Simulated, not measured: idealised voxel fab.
The following is a process module called voxel transistor to metal.
215 nm wide, 5 nm square cells: that's cross-section cut.
A cross-section is a grid of square cells, given in bands from the top down. A band is one or more rows of cells. Look at the band entry: it leads with the top's height and the bottom's height in nm. Then it lists the materials left to right, with a width in nm for each. The word "all across" on a single material says that material fills the band edge to edge. The word "empty" is empty space. A quick word on heights: they are counted from 0, and under that level the wafer as it came to us is one material throughout. The lowest band is different from the rest in having no bottom; it simply continues downward, written as in "from 0 down". When a width is written as two numbers, as in "30..40", the first number is the width in the top row of cells of the band and the second is the width in its bottom row, and the width changes by the same amount from each row to the next. When a step is marked "same as before", none of the cells in the cross-section changed during that step. The list in "Tabulated closed voids" covers empty spaces of 8 cells or more that cannot reach the top through any open way, and it gives each as width x height at distance; the distance is from the left edge, and width, height and distance are in nm. What comes after the settings on a step's line is commentary from the simulator itself on that step. If you see "overlay nm" on a step's line and that step has a mask, it's telling you how far right of where it was planned the mask ended up; a negative number means it went left instead.
Steps planned for the process
1: RECEIVE,material Si
2: OXIDIZE,depth nm 5
3: CONFORMAL_DEP,material SiN,thk nm 15
4: PATTERN,tone cover,mask id ACTIVE,material resist,width nm 100,thk nm 20,overlay nm 0
5: DIRECTIONAL_ETCH,etch materials SiN,depth nm 15
6: DIRECTIONAL_ETCH,etch materials SiO2,depth nm 5
7: DIRECTIONAL_ETCH,etch materials Si,depth nm 20
8: STRIP,etch materials resist
9: FILL_DEP,material SiO2,thk nm 15
10: CMP,height nm 15
11: SELECTIVE_ETCH,etch materials SiO2,depth nm 10
12: STRIP,etch materials SiN
13: SELECTIVE_ETCH,etch materials SiO2,depth nm 5
14: OXIDIZE,depth nm 5
15: DIRECTIONAL_DEP,material polySi,thk nm 20
16: DIRECTIONAL_DEP,material SiCN,thk nm 10
17: PATTERN,tone cover,mask id GATE,material resist,width nm 20,thk nm 15,overlay nm 0
18: DIRECTIONAL_ETCH,etch materials SiCN,depth nm 20
19: DIRECTIONAL_ETCH,etch materials polySi,depth nm 30
20: STRIP,etch materials resist
21: CONFORMAL_DEP,material SiN,thk nm 5
22: DIRECTIONAL_ETCH,etch materials SiN,depth nm 5
23: DIRECTIONAL_ETCH,etch materials SiO2,depth nm 5
24: DIRECTIONAL_ETCH,etch materials Si,depth nm 5
25: EPI,material SiGe,thk nm 5
26: FILL_DEP,material SiO2,thk nm 10
27: CMP,height nm 25
28: DIRECTIONAL_DEP,material SiO2,thk nm 15
29: PATTERN,tone open,mask id CONTACT,material resist,width nm 30,pitch nm 60,thk nm 20,overlay nm 0
30: DIRECTIONAL_ETCH,etch materials SiO2,depth nm 50
31: STRIP,etch materials resist
32: CONFORMAL_DEP,material TiN,thk nm 5
33: FILL_DEP,material W,thk nm 5
34: CMP,height nm 40
35: DIRECTIONAL_DEP,material TiN,thk nm 5
36: DIRECTIONAL_DEP,material Ru,thk nm 20
37: PATTERN,tone cover,mask id METAL_1,material resist,width nm 15,pitch nm 75,thk nm 15,overlay nm -15
38: DIRECTIONAL_ETCH,etch materials Ru,depth nm 20
39: DIRECTIONAL_ETCH,etch materials TiN,depth nm 5
40: STRIP,etch materials resist
41: FILL_DEP,material lowk,thk nm 10
42: CMP,height nm 65
43: CONFORMAL_DEP,material SiN,thk nm 5
Across this set of wafers, the varied parameter is the overlay nm of step 37. Starting conditions are identical for every wafer, and the plan reports the value assigned to the first wafer.
Received condition of the first of several wafers, sectioned: post-step 1
    from 0 down: Si all across
    Tabulated closed voids: none
End of module: cross-section of the first of several wafers after step 43, the last step
    from 70 to 65: SiN all across
    from 65 to 45: lowk (45), then Ru (15), then lowk (60), then Ru (15), then lowk (80)
    from 45 to 40: lowk (45), then TiN (15), then lowk (60), then TiN (15), then lowk (80)
    from 40 to 25: SiO2 (60), then TiN (5), then W (20), then TiN (5), then SiO2 (30), then TiN (5), then W (20), then TiN (5), then SiO2 (65)
    from 25 to 15: SiO2 (60), then TiN (5), then W (20), then TiN (5), then SiN (5), then SiCN (20), then SiN (5), then TiN (5), then W (20), then TiN (5), then SiO2 (65)
    from 15 to 0: SiO2 (60), then TiN (5), then W (20), then TiN (5), then SiN (5), then polySi (20), then SiN (5), then TiN (5), then W (20), then TiN (5), then SiO2 (65)
    from 0 to -5: SiO2 (50), then SiN (5), then SiO2 (5), then TiN (5), then W (15), then TiN (10), then SiN (5), then polySi (20), then SiN (5), then TiN (10), then W (15), then TiN (5), then SiO2 (5), then SiN (5), then SiO2 (55)
    from -5 to -10: SiO2 (60), then TiN (25), then SiGe (5), then SiO2 (30), then SiGe (5), then TiN (25), then SiO2 (65)
    from -10 to -15: SiO2 (55), then SiGe (35), then Si (30), then SiGe (35), then SiO2 (60)
    from -15 to -25: SiO2 (55), then Si (100), then SiO2 (60)
    from -25 down: Si all across
    Tabulated closed voids: none
Final wafer cross-section at module end
    from 70 to 65: SiN all across
    from 65 to 45: lowk (75), then Ru (15), then lowk (60), then Ru (15), then lowk (50)
    from 45 to 40: lowk (75), then TiN (15), then lowk (60), then TiN (15), then lowk (50)
    from 40 to 25: SiO2 (60), then TiN (5), then W (20), then TiN (5), then SiO2 (30), then TiN (5), then W (20), then TiN (5), then SiO2 (65)
    from 25 to 15: SiO2 (60), then TiN (5), then W (20), then TiN (5), then SiN (5), then SiCN (20), then SiN (5), then TiN (5), then W (20), then TiN (5), then SiO2 (65)
    from 15 to 0: SiO2 (60), then TiN (5), then W (20), then TiN (5), then SiN (5), then polySi (20), then SiN (5), then TiN (5), then W (20), then TiN (5), then SiO2 (65)
    from 0 to -5: SiO2 (50), then SiN (5), then SiO2 (5), then TiN (5), then W (15), then TiN (10), then SiN (5), then polySi (20), then SiN (5), then TiN (10), then W (15), then TiN (5), then SiO2 (5), then SiN (5), then SiO2 (55)
    from -5 to -10: SiO2 (60), then TiN (25), then SiGe (5), then SiO2 (30), then SiGe (5), then TiN (25), then SiO2 (65)
    from -10 to -15: SiO2 (55), then SiGe (35), then Si (30), then SiGe (35), then SiO2 (60)
    from -15 to -25: SiO2 (55), then Si (100), then SiO2 (60)
    from -25 down: Si all across
    Tabulated closed voids: none
What follows is a table in which each wafer occupies a row; for the wafer as it stands at the close of the module, the row states, material by material, how many cells have been gained (+) or lost (-) since receipt, and then gives its closed voids
overlay nm -15; +24 Ru; -169 Si; +8 SiCN; +16 SiGe; +57 SiN; +341 SiO2; +54 TiN; +70 W; +185 lowk; +16 polySi; Tabulated closed voids: none
overlay nm -10; +24 Ru; -169 Si; +8 SiCN; +16 SiGe; +57 SiN; +341 SiO2; +54 TiN; +70 W; +185 lowk; +16 polySi; Tabulated closed voids: none
overlay nm -5; +24 Ru; -169 Si; +8 SiCN; +16 SiGe; +57 SiN; +341 SiO2; +54 TiN; +70 W; +185 lowk; +16 polySi; Tabulated closed voids: none
overlay nm 0; +24 Ru; -169 Si; +8 SiCN; +16 SiGe; +57 SiN; +341 SiO2; +54 TiN; +70 W; +185 lowk; +16 polySi; Tabulated closed voids: none
overlay nm 5; +24 Ru; -169 Si; +8 SiCN; +16 SiGe; +57 SiN; +341 SiO2; +54 TiN; +70 W; +185 lowk; +16 polySi; Tabulated closed voids: none
overlay nm 10; +24 Ru; -169 Si; +8 SiCN; +16 SiGe; +57 SiN; +341 SiO2; +54 TiN; +70 W; +185 lowk; +16 polySi; Tabulated closed voids: none
overlay nm 15; +24 Ru; -169 Si; +8 SiCN; +16 SiGe; +57 SiN; +341 SiO2; +54 TiN; +70 W; +185 lowk; +16 polySi; Tabulated closed voids: none
